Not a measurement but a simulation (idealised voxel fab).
process module | voxel wiring stack
cross-section cut | 265 nm wide | cells 5 nm
A cross-section is a grid of square cells, given in bands from the top down. A band is one or more rows of cells.
Each band's line starts with the height of the band's top and of its bottom, in nm. Then come its materials from left to right, each with its width in nm. One material with "throughout" fills the band from edge to edge. "air" is empty space.
Height 0 is the level under which the wafer as received is all one material. The lowest band goes on downwards, as in "0 down".
A width such as "30 to 40" changes by the same amount from each row of cells to the next, from the band's top row to its bottom row.
"no change" after a step means that no cell of the cross-section changed.
closed voids: empty space of 8 cells or more with no open way to the top, each as width x height at its distance from the left edge, in nm
after a step's settings: what the simulator itself notes on the step
overlay nm, on a step with a mask: how far to the right of its planned place the mask lay; to the left if negative
plan
1 op RECEIVE | material Si
2 op CONFORMAL_DEP | material SiO2 | thk nm 10
3 op CONFORMAL_DEP | material SiN | thk nm 5
4 op DIRECTIONAL_DEP | material SiO2 | thk nm 15
5 op DIRECTIONAL_DEP | material aC | thk nm 10
6 op PATTERN | tone open | mask id METAL_1 | material resist | width nm 20 | pitch nm 45 | thk nm 25 | overlay nm 0
7 op DIRECTIONAL_ETCH | etch materials aC | depth nm 10
8 op STRIP | etch materials resist
9 op DIRECTIONAL_ETCH | etch materials SiO2 | depth nm 15
10 op DIRECTIONAL_ETCH | etch materials SiN | depth nm 5
11 op STRIP | etch materials aC
12 op CONFORMAL_DEP | material TiN | thk nm 5
13 op FILL_DEP | material W | thk nm 10
14 op CMP | height nm 30
15 op CONFORMAL_DEP | material SiCN | thk nm 5
16 op DIRECTIONAL_DEP | material SiO2 | thk nm 35
17 op DIRECTIONAL_DEP | material aC | thk nm 10
18 op PATTERN | tone open | mask id METAL_2_HOLES | material resist | width nm 15 | pitch nm 90 | thk nm 30 | overlay nm 0
19 op DIRECTIONAL_ETCH | etch materials aC | depth nm 10
20 op STRIP | etch materials resist
21 op DIRECTIONAL_ETCH | etch materials SiO2 | depth nm 35
22 op STRIP | etch materials aC
23 op MASKED_ETCH | tone open | mask id METAL_2 | width nm 20 | pitch nm 45 | etch materials SiO2 | depth nm 20 | overlay nm 0
24 op MASKED_ETCH | tone open | mask id METAL_2 | width nm 20 | pitch nm 45 | etch materials SiCN | depth nm 5 | overlay nm 0
25 op CONFORMAL_DEP | material TiN | thk nm 5
26 op FILL_DEP | material Cu | thk nm 10
27 op CMP | height nm 70
28 op CONFORMAL_DEP | material SiCN | thk nm 5
29 op DIRECTIONAL_DEP | material lowk | thk nm 25
30 op PATTERN | tone open | mask id METAL_3 | material resist | width nm 20 | pitch nm 45 | thk nm 20 | overlay nm 0
31 op DIRECTIONAL_ETCH | etch materials lowk | depth nm 15
32 op STRIP | etch materials resist
33 op MASKED_ETCH | tone open | mask id METAL_3_HOLES | width nm 15 | pitch nm 45 | etch materials lowk | depth nm 10 | overlay nm 0
34 op MASKED_ETCH | tone open | mask id METAL_3_HOLES | width nm 15 | pitch nm 45 | etch materials SiCN | depth nm 5 | overlay nm 0
35 op CONFORMAL_DEP | material TiN | thk nm 5
36 op FILL_DEP | material Cu | thk nm 10
37 op CMP | height nm 100
38 op CONFORMAL_DEP | material SiCN | thk nm 5
39 op DIRECTIONAL_DEP | material lowk | thk nm 25
40 op MASKED_ETCH | tone open | mask id METAL_4_HOLES | width nm 15 | pitch nm 45 | etch materials lowk | depth nm 25 | overlay nm 0
41 op MASKED_ETCH | tone open | mask id METAL_4 | width nm 20 | pitch nm 45 | etch materials lowk | depth nm 15 | overlay nm 0
42 op MASKED_ETCH | tone open | mask id METAL_4 | width nm 20 | pitch nm 45 | etch materials SiCN | depth nm 5 | overlay nm 0
43 op CONFORMAL_DEP | material TiN | thk nm 5
44 op FILL_DEP | material Ru | thk nm 10
45 op CMP | height nm 130
46 op CONFORMAL_DEP | material SiCN | thk nm 5
as received, after step 1
  0 down: Si throughout
  closed voids: none
a wafer at the end: this start, this plan, one mistake
  135 to 130: SiCN throughout
  130 to 120: Ru 65 | TiN 5 | lowk 5 | TiN 5 | Ru 30 | TiN 5 | lowk 5 | TiN 5 | Ru 30 | TiN 5 | lowk 5 | TiN 5 | Ru 30 | TiN 5 | lowk 5 | TiN 5 | Ru 50
  120 to 115: TiN 60 | Ru 5 | TiN 5 | lowk 5 | TiN 30 | Ru 5 | TiN 5 | lowk 5 | TiN 30 | Ru 5 | TiN 5 | lowk 5 | TiN 30 | Ru 5 | TiN 5 | lowk 5 | TiN 55
  115 to 105: lowk 55 | TiN 5 | Ru 5 | TiN 5 | lowk 30 | TiN 5 | Ru 5 | TiN 5 | lowk 30 | TiN 5 | Ru 5 | TiN 5 | lowk 30 | TiN 5 | Ru 5 | TiN 5 | lowk 60
  105 to 100: SiCN 55 | TiN 15 | SiCN 30 | TiN 15 | SiCN 30 | TiN 15 | SiCN 30 | TiN 15 | SiCN 60
  100 to 90: lowk 55 | TiN 5 | Cu 10 | TiN 5 | lowk 25 | TiN 5 | Cu 10 | TiN 5 | lowk 25 | TiN 5 | Cu 10 | TiN 5 | lowk 25 | TiN 5 | Cu 10 | TiN 5 | lowk 55
  90 to 85: lowk 55 | TiN 5 | Cu 5 | TiN 10 | lowk 25 | TiN 5 | Cu 5 | TiN 10 | lowk 25 | TiN 5 | Cu 5 | TiN 10 | lowk 25 | TiN 5 | Cu 5 | TiN 10 | lowk 55
  85 to 75: lowk 55 | TiN 5 | Cu 5 | TiN 5 | lowk 30 | TiN 5 | Cu 5 | TiN 5 | lowk 30 | TiN 5 | Cu 5 | TiN 5 | lowk 30 | TiN 5 | Cu 5 | TiN 5 | lowk 60
  75 to 70: SiCN 55 | TiN 15 | SiCN 30 | TiN 15 | SiCN 30 | TiN 15 | SiCN 30 | TiN 15 | SiCN 60
  70 to 55: SiO2 55 | TiN 5 | Cu 10 | TiN 5 | SiO2 25 | TiN 5 | Cu 10 | TiN 5 | SiO2 25 | TiN 5 | Cu 10 | TiN 5 | SiO2 25 | TiN 5 | Cu 10 | TiN 5 | SiO2 55
  55 to 50: SiO2 55 | TiN 5 | Cu 5 | TiN 10 | SiO2 25 | TiN 20 | SiO2 25 | TiN 5 | Cu 5 | TiN 10 | SiO2 25 | TiN 20 | SiO2 55
  50 to 35: SiO2 55 | TiN 5 | Cu 5 | TiN 5 | SiO2 75 | TiN 5 | Cu 5 | TiN 5 | SiO2 105
  35 to 30: SiCN 55 | TiN 15 | SiCN 75 | TiN 15 | SiCN 105
  30 to 15: SiO2 55 | TiN 5 | W 10 | TiN 5 | SiO2 25 | TiN 5 | W 10 | TiN 5 | SiO2 25 | TiN 5 | W 10 | TiN 5 | SiO2 25 | TiN 5 | W 10 | TiN 5 | SiO2 55
  15 to 10: SiN 55 | TiN 20 | SiN 25 | TiN 20 | SiN 25 | TiN 20 | SiN 25 | TiN 20 | SiN 55
  10 to 0: SiO2 throughout
  0 down: Si throughout
  closed voids: none
what went wrong: step 41 ran as: op MASKED_ETCH | tone cover | mask id METAL_4 | width nm 20 | pitch nm 45 | etch materials lowk | depth nm 15 | overlay nm 0
